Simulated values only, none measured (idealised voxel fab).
Herein follows the process module entitled voxel gate over fins.
The cross-section shown here is cut; it is 290 nm wide and divided into square cells measuring 5 nm on a side.
Format of a cross-section: grid, square cells. Given as bands. Order: top down. Band: one or more rows of cells. The entry gives the band's vertical extent as a top height and a bottom height in nm, then its horizontal make-up as materials from left to right, each with a width in nm. "blank" stands for empty space; a single material marked "edge to edge" fills the band edge to edge. The reference from which all heights are counted is 0, the level beneath which the as-received wafer is entirely one material; the lowest band, having no lower bound, proceeds downward and is written after the example "0 nm and below". The expression "30..40" gives the width at the extremes of the band, the first number at its top row of cells and the second at its bottom row, with the width changing by equal amounts from each row to the next in between. Key: "nothing was modified" - step with no changed cell in the cross-section. If an empty space has no open way to the top and is at least 8 cells in size, "Enclosed cavities" lists it, written width x height at distance, where distance is measured from the left edge and every value is in nm. What comes after the settings on a step's line is commentary from the simulator itself on that step. You can add "overlay nm" to a step's line. For a step with a mask, it describes how far the mask lay to the right of its planned position, and a negative number describes a lay to the left.

This section lists the process steps that were planned:
1,RECEIVE | material Si
2,CONFORMAL_DEP | material SiN | thk nm 10
3,DIRECTIONAL_DEP | material aC | thk nm 10
4,PATTERN | tone cover | mask id FINS | material resist | width nm 15 | pitch nm 45 | thk nm 30 | overlay nm 0
5,DIRECTIONAL_ETCH | etch materials aC | depth nm 10
6,STRIP | etch materials resist
7,DIRECTIONAL_ETCH | etch materials SiN | depth nm 10
8,DIRECTIONAL_ETCH | etch materials Si | depth nm 40
9,STRIP | etch materials aC
10,OXIDIZE | depth nm 5
11,FILL_DEP | material SiO2 | thk nm 5
12,CMP | height nm 10
13,SELECTIVE_ETCH | etch materials SiO2 | depth nm 25
14,STRIP | etch materials SiN
15,CONFORMAL_DEP | material HfO2 | thk nm 5
16,CONFORMAL_DEP | material TiN | thk nm 5
17,CONFORMAL_DEP | material TiAl | thk nm 5
18,CONFORMAL_DEP | material TiN | thk nm 5
19,FILL_DEP | material W | thk nm 10
20,CMP | height nm 25
21,CONFORMAL_DEP | material SiN | thk nm 5

As-received state of the wafer in cross-section, equivalent to post-step 1:
> 0 nm and below | Si edge to edge
> Enclosed cavities: none

Cross-section taken at module completion on the first of two wafers; processed per the plan:
> 30 nm to 25 nm | SiN edge to edge
> 25 nm to 20 nm | W edge to edge
> 20 nm to 15 nm | W (75); TiN (135); W (80)
> 15 nm to 10 nm | W (75); TiN (5); TiAl (35); TiN (10); TiAl (35); TiN (10); TiAl (35); TiN (5); W (80)
> 10 nm to 5 nm | W (75); TiN (5); TiAl (5); TiN (25); TiAl (5); TiN (10); TiAl (5); TiN (25); TiAl (5); TiN (10); TiAl (5); TiN (25); TiAl (5); TiN (5); W (80)
> 5 nm to 0 nm | TiN (80); TiAl (5); TiN (5); HfO2 (15); TiN (5); TiAl (5); TiN (10); TiAl (5); TiN (5); HfO2 (15); TiN (5); TiAl (5); TiN (10); TiAl (5); TiN (5); HfO2 (15); TiN (5); TiAl (5); TiN (85)
> 0 nm to -5 nm | TiAl (85); TiN (5); HfO2 (5); Si (5); HfO2 (5); TiN (5); TiAl (20); TiN (5); HfO2 (5); Si (5); HfO2 (5); TiN (5); TiAl (20); TiN (5); HfO2 (5); Si (5); HfO2 (5); TiN (5); TiAl (90)
> -5 nm to -10 nm | TiN (90); HfO2 (5); Si (5); HfO2 (5); TiN (30); HfO2 (5); Si (5); HfO2 (5); TiN (30); HfO2 (5); Si (5); HfO2 (5); TiN (95)
> -10 nm to -15 nm | HfO2 (95); Si (5); HfO2 (40); Si (5); HfO2 (40); Si (5); HfO2 (100)
> -15 nm to -45 nm | SiO2 (95); Si (5); SiO2 (40); Si (5); SiO2 (40); Si (5); SiO2 (100)
> -45 nm and below | Si edge to edge
> Enclosed cavities: none

Wafer two (of two), end-of-module cross-section: start = wafer one, plan = wafer one, one run mistake:
> 30 nm to 25 nm | SiN edge to edge
> 25 nm to 20 nm | W edge to edge
> 20 nm to 15 nm | W (75); TiN (135); W (80)
> 15 nm to 10 nm | W (75); TiN (5); HfO2 (35); TiN (10); HfO2 (35); TiN (10); HfO2 (35); TiN (5); W (80)
> 10 nm to 5 nm | W (75); TiN (5); HfO2 (5); TiN (25); HfO2 (5); TiN (10); HfO2 (5); TiN (25); HfO2 (5); TiN (10); HfO2 (5); TiN (25); HfO2 (5); TiN (5); W (80)
> 5 nm to 0 nm | TiN (80); HfO2 (5); TiN (5); HfO2 (15); TiN (5); HfO2 (5); TiN (10); HfO2 (5); TiN (5); HfO2 (15); TiN (5); HfO2 (5); TiN (10); HfO2 (5); TiN (5); HfO2 (15); TiN (5); HfO2 (5); TiN (85)
> 0 nm to -5 nm | HfO2 (85); TiN (5); HfO2 (5); Si (5); HfO2 (5); TiN (5); HfO2 (20); TiN (5); HfO2 (5); Si (5); HfO2 (5); TiN (5); HfO2 (20); TiN (5); HfO2 (5); Si (5); HfO2 (5); TiN (5); HfO2 (90)
> -5 nm to -10 nm | TiN (90); HfO2 (5); Si (5); HfO2 (5); TiN (30); HfO2 (5); Si (5); HfO2 (5); TiN (30); HfO2 (5); Si (5); HfO2 (5); TiN (95)
> -10 nm to -15 nm | HfO2 (95); Si (5); HfO2 (40); Si (5); HfO2 (40); Si (5); HfO2 (100)
> -15 nm to -45 nm | SiO2 (95); Si (5); SiO2 (40); Si (5); SiO2 (40); Si (5); SiO2 (100)
> -45 nm and below | Si edge to edge
> Enclosed cavities: none
The plan and the run diverged here: planned and actual differ for step 17; actual: CONFORMAL_DEP | material HfO2 | thk nm 5
Heads up, by the end the second wafer has more or fewer cells of some materials compared to the first: +76 HfO2 | -76 TiAl
